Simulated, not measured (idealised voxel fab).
process module | voxel local oxidation
cross-section cut | 215 nm wide | cells 5 nm
A cross-section is a grid of square cells, given in bands from the top down. A band is one or more rows of cells.
Each band's line starts with the height of the band's top and of its bottom, in nm. Then come its materials from left to right, each with its width in nm. One material with "throughout" fills the band from edge to edge. "air" is empty space.
Height 0 is the level under which the wafer as received is all one material. The lowest band goes on downwards, as in "0 down".
A width such as "30 to 40" changes by the same amount from each row of cells to the next, from the band's top row to its bottom row.
"no change" after a step means that no cell of the cross-section changed.
closed voids: empty space of 8 cells or more with no open way to the top, each as width x height at its distance from the left edge, in nm
after a step's settings: what the simulator itself notes on the step
overlay nm, on a step with a mask: how far to the right of its planned place the mask lay; to the left if negative
plan
1 op RECEIVE | material Si
2 op CONFORMAL_DEP | material SiO2 | thk nm 5
3 op CONFORMAL_DEP | material SiN | thk nm 10
4 op MASKED_ETCH | tone cover | mask id ACTIVE | width nm 90 | etch materials SiN | depth nm 10 | overlay nm 0
5 op SELECTIVE_ETCH | etch materials SiO2 | depth nm 5
6 op OXIDIZE | depth nm 10
7 op STRIP | etch materials SiN
as received, after step 1
  0 down: Si throughout
  closed voids: none
first wafer at the end, as planned
  5 to 0: air 65 | SiO2 80 | air 70
  0 to -10: SiO2 75 | Si 60 | SiO2 80
  -10 down: Si throughout
  closed voids: none
second wafer at the end: like start, like plan, one mistake
  5 to 0: air 65 | SiO2 80 | air 70
  0 to -5: SiO2 70 | Si 70 | SiO2 75
  -5 down: Si throughout
  closed voids: none
what went wrong: step 6 ran as: op OXIDIZE | depth nm 5
at the end the second wafer has, in cells: 33 more of Si | 33 fewer of SiO2
